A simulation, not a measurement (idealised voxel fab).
This section sets out a process module, namely voxel gate over fins.
Pictured: cross-section cut, 250 nm wide, on a grid of 5 nm square cells.
In what follows, cross-sections appear as grids of square cells, described through bands that run from the top down, where every band is one or more rows of cells.
A band entry consists of two parts. The first gives the height of the band's top and the height of its bottom, in nm. The rest lists the band's materials from left to right, each with its width in nm. A single material labelled with the word "full width" fills the band from edge to edge, and the word "empty" marks empty space.
Counting heights begins at 0, where everything beneath is, in the wafer as received, one material. The lowest band has no bottom; it goes on downwards, as "z 0 and below" shows.
The notation "30..40" denotes a width that varies across the rows of cells in the band, beginning at the first number in the top row, finishing at the second number in the bottom row, and changing by an identical amount from each row to the next.
For the purposes of this document, the phrase "nothing changed" attached to a step denotes that no cell within the cross-section was modified by that step.
In the "Sealed void list" entry, you get each enclosed empty space of 8 cells or more, one with no open way to the top, written width x height at distance, distance from the left edge, in nm.
after a step's settings: what the simulator itself notes on the step
Steps that use a mask can have "overlay nm" on their line. It says how far the mask sat to the right of where it was meant to be. Negative means to the left.

The process steps that were planned are listed below:
1. RECEIVE: material Si
2. CONFORMAL_DEP: material SiN, thk nm 10
3. DIRECTIONAL_DEP: material aC, thk nm 10
4. PATTERN: tone cover, mask id FINS, material resist, width nm 15, pitch nm 50, thk nm 25, overlay nm 0
5. DIRECTIONAL_ETCH: etch materials aC, depth nm 10
6. STRIP: etch materials resist
7. DIRECTIONAL_ETCH: etch materials SiN, depth nm 10
8. DIRECTIONAL_ETCH: etch materials Si, depth nm 35
9. STRIP: etch materials aC
10. FILL_DEP: material SiO2, thk nm 5
11. CMP: height nm 10
12. MASKED_ETCH: tone open, mask id RAIL, width nm 15, etch materials SiO2, depth nm 40, overlay nm 0
13. CONFORMAL_DEP: material TiN, thk nm 5
14. FILL_DEP: material Ru, thk nm 10
15. CMP: height nm 10
16. SELECTIVE_ETCH: etch materials W Ru TiN, depth nm 35
17. FILL_DEP: material SiO2, thk nm 5
18. CMP: height nm 10
19. SELECTIVE_ETCH: etch materials SiO2, depth nm 25
20. STRIP: etch materials SiN
21. CONFORMAL_DEP: material HfO2, thk nm 5
22. CONFORMAL_DEP: material TiN, thk nm 5
23. CONFORMAL_DEP: material TiAl, thk nm 5
24. CONFORMAL_DEP: material TiN, thk nm 5
25. FILL_DEP: material W, thk nm 10
26. CMP: height nm 25
27. CONFORMAL_DEP: material SiCN, thk nm 5

Step 1 complete: cross-section of the wafer as received:
- z 0 and below | Si full width
- Sealed void list: none

As-planned run: cross-section of the first of two wafers at end of module:
- z 30 to 25 | SiCN full width
- z 25 to 20 | W full width
- z 20 to 15 | W: 70; TiN: 105; W: 75
- z 15 to 10 | W: 70; TiN: 5; TiAl: 45; TiN: 5; TiAl: 45; TiN: 5; W: 75
- z 10 to 5 | W: 70; TiN: 5; TiAl: 5; TiN: 35; TiAl: 5; TiN: 5; TiAl: 5; TiN: 35; TiAl: 5; TiN: 5; W: 75
- z 5 to 0 | TiN: 75; TiAl: 5; TiN: 5; HfO2: 25; TiN: 5; TiAl: 5; TiN: 5; TiAl: 5; TiN: 5; HfO2: 25; TiN: 5; TiAl: 5; TiN: 80
- z 0 to -5 | TiAl: 80; TiN: 5; HfO2: 5; Si: 15; HfO2: 5; TiN: 5; TiAl: 15; TiN: 5; HfO2: 5; Si: 15; HfO2: 5; TiN: 5; TiAl: 85
- z -5 to -10 | TiN: 85; HfO2: 5; Si: 15; HfO2: 5; TiN: 25; HfO2: 5; Si: 15; HfO2: 5; TiN: 90
- z -10 to -15 | HfO2: 90; Si: 15; HfO2: 35; Si: 15; HfO2: 95
- z -15 to -25 | SiO2: 90; Si: 15; SiO2: 35; Si: 15; SiO2: 95
- z -25 to -30 | SiO2: 90; Si: 15; SiO2: 10; TiN: 15; SiO2: 10; Si: 15; SiO2: 95
- z -30 to -35 | SiO2: 90; Si: 15; SiO2: 35; Si: 15; SiO2: 95
- z -35 and below | Si full width
- Sealed void list: none

Here's the second of our two wafers sectioned at module end. Same start as the first, same plan, but one mistake got made running it:
- z 30 to 25 | SiCN full width
- z 25 to 20 | W full width
- z 20 to 15 | W: 65; TiN: 115; W: 70
- z 15 to 10 | W: 65; TiN: 5; TiAl: 105; TiN: 5; W: 70
- z 10 to 5 | W: 65; TiN: 5; TiAl: 5; TiN: 45; TiAl: 5; TiN: 45; TiAl: 5; TiN: 5; W: 70
- z 5 to 0 | TiN: 70; TiAl: 5; TiN: 5; HfO2: 35; TiN: 5; TiAl: 5; TiN: 5; HfO2: 35; TiN: 5; TiAl: 5; TiN: 75
- z 0 to -5 | TiAl: 75; TiN: 5; HfO2: 5; Si: 25; HfO2: 5; TiN: 5; TiAl: 5; TiN: 5; HfO2: 5; Si: 25; HfO2: 5; TiN: 5; TiAl: 80
- z -5 to -10 | TiN: 80; HfO2: 5; Si: 25; HfO2: 5; TiN: 15; HfO2: 5; Si: 25; HfO2: 5; TiN: 85
- z -10 to -15 | HfO2: 85; Si: 25; HfO2: 25; Si: 25; HfO2: 90
- z -15 to -25 | SiO2: 85; Si: 25; SiO2: 25; Si: 25; SiO2: 90
- z -25 to -30 | SiO2: 85; Si: 25; SiO2: 5; TiN: 15; SiO2: 5; Si: 25; SiO2: 90
- z -30 to -35 | SiO2: 85; Si: 25; SiO2: 25; Si: 25; SiO2: 90
- z -35 and below | Si full width
- Sealed void list: none
Plan not followed: step 4 off recipe, ran as PATTERN: tone cover, mask id FINS, material resist, width nm 25, pitch nm 50, thk nm 25, overlay nm 0
Counted in cells at the end, the second wafer holds more or fewer of these materials than the first: +28 Si; -16 SiO2; -3 TiAl; -3 TiN; -6 W
